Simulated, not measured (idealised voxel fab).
Process module heading - voxel air gaps
Section shown: cut. Width: 215 nm. Cell size: 5 nm, square.
We lay out every cross-section as a grid of square cells and spell it out in bands from the top down, where one band means one or more rows of cells. For a band, the entry starts with two heights in nm, that of the top and then that of the bottom, and carries on with the band's materials in order from left to right, each alongside its width in nm; the word "all across" beside a single material means it fills the band edge to edge, and "air" means empty space. Note: height 0 marks the level under which the wafer is uniformly one material as received. Lowest band unbounded below, written "0 -> down". Top row gets the first number, bottom row gets the second, and each row in between changes by the same step: that is how a band width like "30..40" works. "no change occurred" for a step: no cell of the cross-section changed in that step. "Closed-off voids" specifies each empty space that is not open to the top and that occupies no fewer than 8 cells, using the form width x height at distance, the distance measured from the left edge and all three quantities in nm. On a step's line, text after the settings is the simulator commenting on that step. overlay nm: how far to the right of its planned place the mask lay on this masked step (negative: to the left).

-- Planned process steps
1,RECEIVE (material Si)
2,CONFORMAL_DEP (material SiO2; thk nm 10)
3,CONFORMAL_DEP (material SiCN; thk nm 5)
4,DIRECTIONAL_DEP (material lowk; thk nm 35)
5,MASKED_ETCH (tone open; mask id LINES; width nm 20; pitch nm 50; etch materials lowk; depth nm 35; overlay nm 0)
6,CONFORMAL_DEP (material TiN; thk nm 5)
7,FILL_DEP (material Ru; thk nm 10)
8,CMP (height nm 50)
9,EPI (material Ru; thk nm 10)
10,SELECTIVE_ETCH (etch materials lowk; depth nm 45)
11,CONFORMAL_DEP (material SiCN; thk nm 5)

-- Below: the first of two wafers, run as planned

-- Incoming wafer in cross-section (state: after step 1)
  0 -> down  Si all across
  Closed-off voids: none

-- Step 2 complete: cross-section through the wafer
  10 -> 0  SiO2 all across
  Heights below 0 show no change.

-- Step 3 complete: cross-section through the wafer
  15 -> 10  SiCN all across
  Heights below 10 show no change.

-- Step 4 complete: cross-section through the wafer
  50 -> 15  lowk all across
  Heights below 15 show no change.

-- Step 5 complete: cross-section through the wafer
  50 -> 15  lowk 20 nm / air 20 nm / lowk 30 nm / air 20 nm / lowk 30 nm / air 20 nm / lowk 30 nm / air 20 nm / lowk 25 nm
  Heights below 15 show no change.

-- Step 6 complete: cross-section through the wafer
  55 -> 50  TiN 25 nm / air 10 nm / TiN 40 nm / air 10 nm / TiN 40 nm / air 10 nm / TiN 40 nm / air 10 nm / TiN 30 nm
  50 -> 20  lowk 20 nm / TiN 5 nm / air 10 nm / TiN 5 nm / lowk 30 nm / TiN 5 nm / air 10 nm / TiN 5 nm / lowk 30 nm / TiN 5 nm / air 10 nm / TiN 5 nm / lowk 30 nm / TiN 5 nm / air 10 nm / TiN 5 nm / lowk 25 nm
  20 -> 15  lowk 20 nm / TiN 20 nm / lowk 30 nm / TiN 20 nm / lowk 30 nm / TiN 20 nm / lowk 30 nm / TiN 20 nm / lowk 25 nm
  Heights below 15 show no change.

-- Step 7 complete: cross-section through the wafer
  65 -> 55  Ru all across
  55 -> 50  TiN 25 nm / Ru 10 nm / TiN 40 nm / Ru 10 nm / TiN 40 nm / Ru 10 nm / TiN 40 nm / Ru 10 nm / TiN 30 nm
  50 -> 20  lowk 20 nm / TiN 5 nm / Ru 10 nm / TiN 5 nm / lowk 30 nm / TiN 5 nm / Ru 10 nm / TiN 5 nm / lowk 30 nm / TiN 5 nm / Ru 10 nm / TiN 5 nm / lowk 30 nm / TiN 5 nm / Ru 10 nm / TiN 5 nm / lowk 25 nm
  Heights below 20 show no change.

-- Step 8 complete: cross-section through the wafer
  50 -> 20  lowk 20 nm / TiN 5 nm / Ru 10 nm / TiN 5 nm / lowk 30 nm / TiN 5 nm / Ru 10 nm / TiN 5 nm / lowk 30 nm / TiN 5 nm / Ru 10 nm / TiN 5 nm / lowk 30 nm / TiN 5 nm / Ru 10 nm / TiN 5 nm / lowk 25 nm
  Heights below 20 show no change.

-- Step 9 complete: cross-section through the wafer
  60 -> 50  air 10 nm / Ru 40 nm / air 10 nm / Ru 40 nm / air 10 nm / Ru 40 nm / air 10 nm / Ru 40 nm / air 15 nm
  Heights below 50 show no change.

-- Step 10 complete: cross-section through the wafer
  60 -> 50  air 10 nm / Ru 40 nm / air 10 nm / Ru 40 nm / air 10 nm / Ru 40 nm / air 10 nm / Ru 40 nm / air 15 nm
  50 -> 20  air 20 nm / TiN 5 nm / Ru 10 nm / TiN 5 nm / air 30 nm / TiN 5 nm / Ru 10 nm / TiN 5 nm / air 30 nm / TiN 5 nm / Ru 10 nm / TiN 5 nm / air 30 nm / TiN 5 nm / Ru 10 nm / TiN 5 nm / air 25 nm
  20 -> 15  air 20 nm / TiN 20 nm / air 30 nm / TiN 20 nm / air 30 nm / TiN 20 nm / air 30 nm / TiN 20 nm / air 25 nm
  Heights below 15 show no change.

-- Step 11 complete: cross-section through the wafer
  65 -> 60  air 5 nm / SiCN 200 nm / air 10 nm
  60 -> 50  air 5 nm / SiCN 5 nm / Ru 40 nm / SiCN 10 nm / Ru 40 nm / SiCN 10 nm / Ru 40 nm / SiCN 10 nm / Ru 40 nm / SiCN 5 nm / air 10 nm
  50 -> 45  air 5 nm / SiCN 15 nm / TiN 5 nm / Ru 10 nm / TiN 5 nm / SiCN 30 nm / TiN 5 nm / Ru 10 nm / TiN 5 nm / SiCN 30 nm / TiN 5 nm / Ru 10 nm / TiN 5 nm / SiCN 30 nm / TiN 5 nm / Ru 10 nm / TiN 5 nm / SiCN 15 nm / air 10 nm
  45 -> 20  air 15 nm / SiCN 5 nm / TiN 5 nm / Ru 10 nm / TiN 5 nm / SiCN 5 nm / air 20 nm / SiCN 5 nm / TiN 5 nm / Ru 10 nm / TiN 5 nm / SiCN 5 nm / air 20 nm / SiCN 5 nm / TiN 5 nm / Ru 10 nm / TiN 5 nm / SiCN 5 nm / air 20 nm / SiCN 5 nm / TiN 5 nm / Ru 10 nm / TiN 5 nm / SiCN 5 nm / air 20 nm
  20 -> 15  SiCN 20 nm / TiN 20 nm / SiCN 30 nm / TiN 20 nm / SiCN 30 nm / TiN 20 nm / SiCN 30 nm / TiN 20 nm / SiCN 25 nm
  Heights below 15 show no change.
  Closed-off voids: 20 x 25 at 45; 20 x 25 at 95; 20 x 25 at 145

-- Now the other wafer: same start, same recipe, but we messed up one thing when running it. Up to and including step 4 it's the same as the first one

-- Second wafer, sectioned view, at step 5's planned end time
  50 -> 15  air 20 nm / lowk 20 nm / air 30 nm / lowk 20 nm / air 30 nm / lowk 20 nm / air 30 nm / lowk 20 nm / air 25 nm
  Heights below 15 show no change.

-- Second wafer, sectioned view, at step 6's planned end time
  55 -> 50  air 15 nm / TiN 30 nm / air 20 nm / TiN 30 nm / air 20 nm / TiN 30 nm / air 20 nm / TiN 30 nm / air 20 nm
  50 -> 20  air 15 nm / TiN 5 nm / lowk 20 nm / TiN 5 nm / air 20 nm / TiN 5 nm / lowk 20 nm / TiN 5 nm / air 20 nm / TiN 5 nm / lowk 20 nm / TiN 5 nm / air 20 nm / TiN 5 nm / lowk 20 nm / TiN 5 nm / air 20 nm
  20 -> 15  TiN 20 nm / lowk 20 nm / TiN 30 nm / lowk 20 nm / TiN 30 nm / lowk 20 nm / TiN 30 nm / lowk 20 nm / TiN 25 nm
  Heights below 15 show no change.

-- Second wafer, sectioned view, at step 7's planned end time
  65 -> 55  Ru all across
  55 -> 50  Ru 15 nm / TiN 30 nm / Ru 20 nm / TiN 30 nm / Ru 20 nm / TiN 30 nm / Ru 20 nm / TiN 30 nm / Ru 20 nm
  50 -> 20  Ru 15 nm / TiN 5 nm / lowk 20 nm / TiN 5 nm / Ru 20 nm / TiN 5 nm / lowk 20 nm / TiN 5 nm / Ru 20 nm / TiN 5 nm / lowk 20 nm / TiN 5 nm / Ru 20 nm / TiN 5 nm / lowk 20 nm / TiN 5 nm / Ru 20 nm
  Heights below 20 show no change.

-- Second wafer, sectioned view, at step 8's planned end time
  50 -> 20  Ru 15 nm / TiN 5 nm / lowk 20 nm / TiN 5 nm / Ru 20 nm / TiN 5 nm / lowk 20 nm / TiN 5 nm / Ru 20 nm / TiN 5 nm / lowk 20 nm / TiN 5 nm / Ru 20 nm / TiN 5 nm / lowk 20 nm / TiN 5 nm / Ru 20 nm
  Heights below 20 show no change.

-- Second wafer, sectioned view, at step 9's planned end time
  60 -> 50  Ru all across
  Heights below 50 show no change.

Second wafer, sectioned view, at step 10's planned end time: no change occurred

-- Second wafer, sectioned view, at step 11's planned end time
  65 -> 60  SiCN all across
  Heights below 60 show no change.
Deviation from plan: step 5 deviated from plan and actually ran as MASKED_ETCH (tone cover; mask id LINES; width nm 20; pitch nm 50; etch materials lowk; depth nm 35; overlay nm 0)
Materials where the second wafer ends with more or fewer cells than the first: +88 Ru | -104 SiCN | +11 TiN | +112 lowk
The final tally of closed voids stands at 3 on the first wafer and 0 on the second.
